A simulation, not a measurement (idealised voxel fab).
A process module follows: voxel capacitor over wiring.
For reference, the cross-section in this document is cut, with width 275 nm and square cells of 5 nm.
This document writes a cross-section as a grid whose cells are square, and gives it as bands, listed from the top down; one or more rows of cells form a band. Band: top height; bottom height; in nm. Then, left to right: material with width in nm, for each material. "everywhere": a single material spanning edge to edge. "blank": empty space. Heights are expressed relative to 0, this being the level below which the as-received wafer comprises one material exclusively. The lowest band is unbounded in the downward direction and is denoted as in "0 and below". The two numbers in a width such as "30..40" mark its ends across the band: the first belongs to the top row of cells, the second to the bottom row, and from each row to the next the width moves by the same amount. "nothing was modified" -> step changed no cross-section cell. Empty spaces counting at least 8 cells and having no open way to the top are listed in "Listed closed voids". The notation width x height at distance is used for each, the distance being from the left edge and all three values in nm. Text after the settings on a step's line: the simulator's own remark on that step. For masked steps, "overlay nm" on the step line gives how far right of plan the mask actually lay; a minus sign means it lay to the left.
-- Below is the list of planned process steps
1 RECEIVE [material Si]
2 CONFORMAL_DEP [material SiO2] [thk nm 15]
3 DIRECTIONAL_DEP [material TiN] [thk nm 5]
4 DIRECTIONAL_DEP [material W] [thk nm 20]
5 MASKED_ETCH [tone cover] [mask id METAL_1] [width nm 30] [pitch nm 90] [etch materials W] [depth nm 20] [overlay nm 0]
6 MASKED_ETCH [tone cover] [mask id METAL_1] [width nm 30] [pitch nm 90] [etch materials TiN] [depth nm 5] [overlay nm 0]
7 CONFORMAL_DEP [material SiN] [thk nm 5]
8 FILL_DEP [material lowk] [thk nm 10]
9 CMP [height nm 40]
10 CONFORMAL_DEP [material SiCN] [thk nm 5]
11 DIRECTIONAL_DEP [material lowk] [thk nm 15]
12 MASKED_ETCH [tone open] [mask id PLUG_1] [width nm 15] [etch materials lowk] [depth nm 15] [overlay nm 0]
13 MASKED_ETCH [tone open] [mask id PLUG_1] [width nm 15] [etch materials SiCN] [depth nm 5] [overlay nm 0]
14 EPI [material Ru] [thk nm 10]
15 EPI [material Ru] [thk nm 10]
16 DIRECTIONAL_DEP [material TiN] [thk nm 10]
17 DIRECTIONAL_DEP [material HfO2] [thk nm 5]
18 DIRECTIONAL_DEP [material TiN] [thk nm 10]
19 MASKED_ETCH [tone cover] [mask id UPPER_PLATE] [width nm 65] [etch materials TiN] [depth nm 10] [overlay nm 0]
20 MASKED_ETCH [tone cover] [mask id UPPER_PLATE] [width nm 65] [etch materials HfO2] [depth nm 5] [overlay nm 0]
21 PATTERN [tone cover] [mask id LOWER_PLATE] [material resist] [width nm 75] [thk nm 20] [overlay nm 0]
22 DIRECTIONAL_ETCH [etch materials TiN] [depth nm 10]
23 STRIP [etch materials resist]
24 FILL_DEP [material SiO2] [thk nm 15]
25 CMP [height nm 95]
26 DIRECTIONAL_DEP [material aC] [thk nm 10]
27 PATTERN [tone open] [mask id PLUG_2] [material resist] [width nm 15] [thk nm 30] [overlay nm 0]
28 DIRECTIONAL_ETCH [etch materials aC] [depth nm 10]
29 STRIP [etch materials resist]
30 DIRECTIONAL_ETCH [etch materials SiO2] [depth nm 10]
31 STRIP [etch materials aC]
32 CONFORMAL_DEP [material TiN] [thk nm 5]
33 FILL_DEP [material Ru] [thk nm 5]
34 CMP [height nm 95]
35 CONFORMAL_DEP [material SiN] [thk nm 5]
-- Wafer at receipt (post step 1), cross-section
> 0 and below: Si everywhere
> Listed closed voids: none
-- Wafer cross-section at end of module: start and plan as shown above, one execution error
> 100 down to 95: SiN everywhere
> 95 down to 90: SiO2 (100), TiN (5), Ru (5), TiN (5), SiO2 (160)
> 90 down to 85: SiO2 (100), TiN (15), SiO2 (160)
> 85 down to 75: SiO2 (90), TiN (65), SiO2 (120)
> 75 down to 70: SiO2 (90), HfO2 (65), SiO2 (120)
> 70 down to 60: SiO2 (85), TiN (75), SiO2 (115)
> 60 down to 45: lowk (90), Ru (15), lowk (170)
> 45 down to 40: SiCN (90), Ru (15), SiCN (170)
> 40 down to 25: lowk (70), SiN (5), W (30), SiN (5), lowk (50), SiN (5), W (30), SiN (5), lowk (75)
> 25 down to 20: SiN (75), W (30), SiN (60), W (30), SiN (80)
> 20 down to 0: SiO2 everywhere
> 0 and below: Si everywhere
> Listed closed voids: none
Run error: step 3 did not happen as planned, as run it was DIRECTIONAL_DEP [material SiO2] [thk nm 5]
